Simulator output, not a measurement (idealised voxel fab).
Presented below is a process module, voxel capacitor over wiring.
It is cross-section cut that appears here, measuring 230 nm in width, its square cells being 5 nm in size.
We lay out every cross-section as a grid of square cells and spell it out in bands from the top down, where one band means one or more rows of cells. In this notation a band is specified by the heights of its top and bottom, in that order and in nm, after which its materials appear from left to right, each paired with its width in nm. The word "all across" attached to a single material means that material fills the band from edge to edge; the word "empty" stands for empty space. Heads up on the height convention: 0 is the point under which the incoming wafer is all one material, and the lowest band has no bottom, it just keeps going down, like "0 down". Width "30..40": first value at the band's top row of cells, second value at its bottom row, equal change from row to row. It should be understood that the words "no modifications", when stated for a given step, signify that the cross-section underwent no change in any of its cells during that step. In "closed voids" the enclosed voids are listed, meaning empty spaces of 8 cells or larger without any opening to the top. The form is width x height at distance, distance from the left edge, units nm. Read whatever lies past the settings on a step's line as the simulator's own remark about the step. For masked steps, "overlay nm" on the step line gives how far right of plan the mask actually lay; a minus sign means it lay to the left.

**Planned step list for the process**
| 1 | op RECEIVE | material Si |
| 2 | op CONFORMAL_DEP | material SiO2 | thk nm 15 |
| 3 | op CONFORMAL_DEP | material SiCN | thk nm 5 |
| 4 | op DIRECTIONAL_DEP | material lowk | thk nm 25 |
| 5 | op DIRECTIONAL_DEP | material aC | thk nm 15 |
| 6 | op PATTERN | tone open | mask id METAL_1 | material resist | width nm 25 | pitch nm 95 | thk nm 35 | overlay nm 0 |
| 7 | op DIRECTIONAL_ETCH | etch materials aC | depth nm 15 |
| 8 | op STRIP | etch materials resist |
| 9 | op DIRECTIONAL_ETCH | etch materials lowk | depth nm 25 |
| 10 | op DIRECTIONAL_ETCH | etch materials SiCN | depth nm 5 |
| 11 | op STRIP | etch materials aC |
| 12 | op CONFORMAL_DEP | material TiN | thk nm 5 |
| 13 | op FILL_DEP | material Ru | thk nm 5 |
| 14 | op CMP | height nm 45 |
| 15 | op CONFORMAL_DEP | material SiCN | thk nm 5 |
| 16 | op DIRECTIONAL_DEP | material lowk | thk nm 15 |
| 17 | op DIRECTIONAL_DEP | material aC | thk nm 15 |
| 18 | op PATTERN | tone open | mask id PLUG_1 | material resist | width nm 15 | thk nm 30 | overlay nm 0 |
| 19 | op DIRECTIONAL_ETCH | etch materials aC | depth nm 15 |
| 20 | op STRIP | etch materials resist |
| 21 | op DIRECTIONAL_ETCH | etch materials lowk | depth nm 15 |
| 22 | op DIRECTIONAL_ETCH | etch materials SiCN | depth nm 5 |
| 23 | op STRIP | etch materials aC |
| 24 | op CONFORMAL_DEP | material TiN | thk nm 5 |
| 25 | op FILL_DEP | material W | thk nm 5 |
| 26 | op CMP | height nm 65 |
| 27 | op DIRECTIONAL_DEP | material TiN | thk nm 5 |
| 28 | op DIRECTIONAL_DEP | material Al2O3 | thk nm 5 |
| 29 | op DIRECTIONAL_DEP | material TiN | thk nm 5 |
| 30 | op DIRECTIONAL_DEP | material aC | thk nm 10 |
| 31 | op PATTERN | tone cover | mask id UPPER_PLATE | material resist | width nm 75 | thk nm 30 | overlay nm 0 |
| 32 | op DIRECTIONAL_ETCH | etch materials aC | depth nm 10 |
| 33 | op STRIP | etch materials resist |
| 34 | op DIRECTIONAL_ETCH | etch materials TiN | depth nm 5 |
| 35 | op DIRECTIONAL_ETCH | etch materials Al2O3 | depth nm 5 |
| 36 | op STRIP | etch materials aC |
| 37 | op MASKED_ETCH | tone cover | mask id LOWER_PLATE | width nm 85 | etch materials TiN | depth nm 5 | overlay nm 0 |
| 38 | op FILL_DEP | material SiO2 | thk nm 20 |
| 39 | op CMP | height nm 95 |
| 40 | op PATTERN | tone open | mask id PLUG_2 | material resist | width nm 15 | thk nm 15 | overlay nm 0 |
| 41 | op DIRECTIONAL_ETCH | etch materials SiO2 | depth nm 15 |
| 42 | op STRIP | etch materials resist |
| 43 | op CONFORMAL_DEP | material TiN | thk nm 5 |
| 44 | op FILL_DEP | material Cu | thk nm 5 |
| 45 | op CMP | height nm 95 |
| 46 | op CONFORMAL_DEP | material SiCN | thk nm 5 |

**Wafer as received: cross-section following step 1**
    0 down: Si all across
    closed voids: none

**Below is the wafer in cross-section after the module was completed. It began from the starting point shown above and followed the plan shown above, except that one mistake was made while running it**
    100 to 95: SiCN all across
    95 to 85: 75 of SiO2, 5 of TiN, 5 of Cu, 5 of TiN, 140 of SiO2
    85 to 80: 75 of SiO2, 15 of TiN, 140 of SiO2
    80 to 75: 60 of SiO2, 5 of TiN, 75 of SiO2, 5 of TiN, 85 of SiO2
    75 to 70: 65 of Al2O3, 75 of SiO2, 90 of Al2O3
    70 to 65: TiN all across
    65 to 50: 65 of lowk, 5 of TiN, 5 of W, 5 of TiN, 150 of lowk
    50 to 45: 65 of SiCN, 15 of TiN, 150 of SiCN
    45 to 20: 55 of lowk, 5 of TiN, 15 of Ru, 5 of TiN, 70 of lowk, 5 of TiN, 15 of Ru, 5 of TiN, 55 of lowk
    20 to 15: 55 of SiCN, 25 of TiN, 70 of SiCN, 25 of TiN, 55 of SiCN
    15 to 0: SiO2 all across
    0 down: Si all across
    closed voids: none
Nonconformance to the process plan: step 31 was not run as planned; what actually ran was op PATTERN | tone open | mask id UPPER_PLATE | material resist | width nm 75 | thk nm 30 | overlay nm 0
